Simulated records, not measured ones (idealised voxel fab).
process module | voxel double patterning
cross-section cut | 295 nm wide | cells 5 nm
A cross-section is a grid of square cells, given in bands from the top down. A band is one or more rows of cells.
Each band's line starts with the height of the band's top and of its bottom, in nm. Then come its materials from left to right, each with its width in nm. One material with "throughout" fills the band from edge to edge. "air" is empty space.
Height 0 is the level under which the wafer as received is all one material. The lowest band goes on downwards, as in "0 down".
A width such as "30 to 40" changes by the same amount from each row of cells to the next, from the band's top row to its bottom row.
"no change" after a step means that no cell of the cross-section changed.
closed voids: empty space of 8 cells or more with no open way to the top, each as width x height at its distance from the left edge, in nm
after a step's settings: what the simulator itself notes on the step
overlay nm, on a step with a mask: how far to the right of its planned place the mask lay; to the left if negative
plan
1 op RECEIVE | material Si
2 op CONFORMAL_DEP | material SiO2 | thk nm 5
3 op DIRECTIONAL_DEP | material W | thk nm 10
4 op DIRECTIONAL_DEP | material SiCN | thk nm 10
5 op DIRECTIONAL_DEP | material aC | thk nm 15
6 op PATTERN | tone open | mask id FIRST | material resist | width nm 15 | pitch nm 50 | thk nm 35 | overlay nm 0
7 op DIRECTIONAL_ETCH | etch materials aC | depth nm 15
8 op STRIP | etch materials resist
9 op DIRECTIONAL_ETCH | etch materials SiCN | depth nm 10
10 op STRIP | etch materials aC
11 op MASKED_ETCH | tone open | mask id SECOND | width nm 15 | etch materials SiCN | depth nm 10 | overlay nm 0
12 op DIRECTIONAL_ETCH | etch materials W | depth nm 10
13 op STRIP | etch materials SiCN
as received, after step 1
  0 down: Si throughout
  closed voids: none
first wafer at the end, as planned
  15 to 5: W 115 | air 15 | W 10 | air 15 | W 10 | air 15 | W 115
  5 to 0: SiO2 throughout
  0 down: Si throughout
  closed voids: none
second wafer at the end: like start, like plan, one mistake
  10 to 0: W 115 | air 15 | W 10 | air 15 | W 10 | air 15 | W 115
  0 down: Si throughout
  closed voids: none
what went wrong: step 2 was left out
at the end the second wafer has, in cells: 59 fewer of SiO2
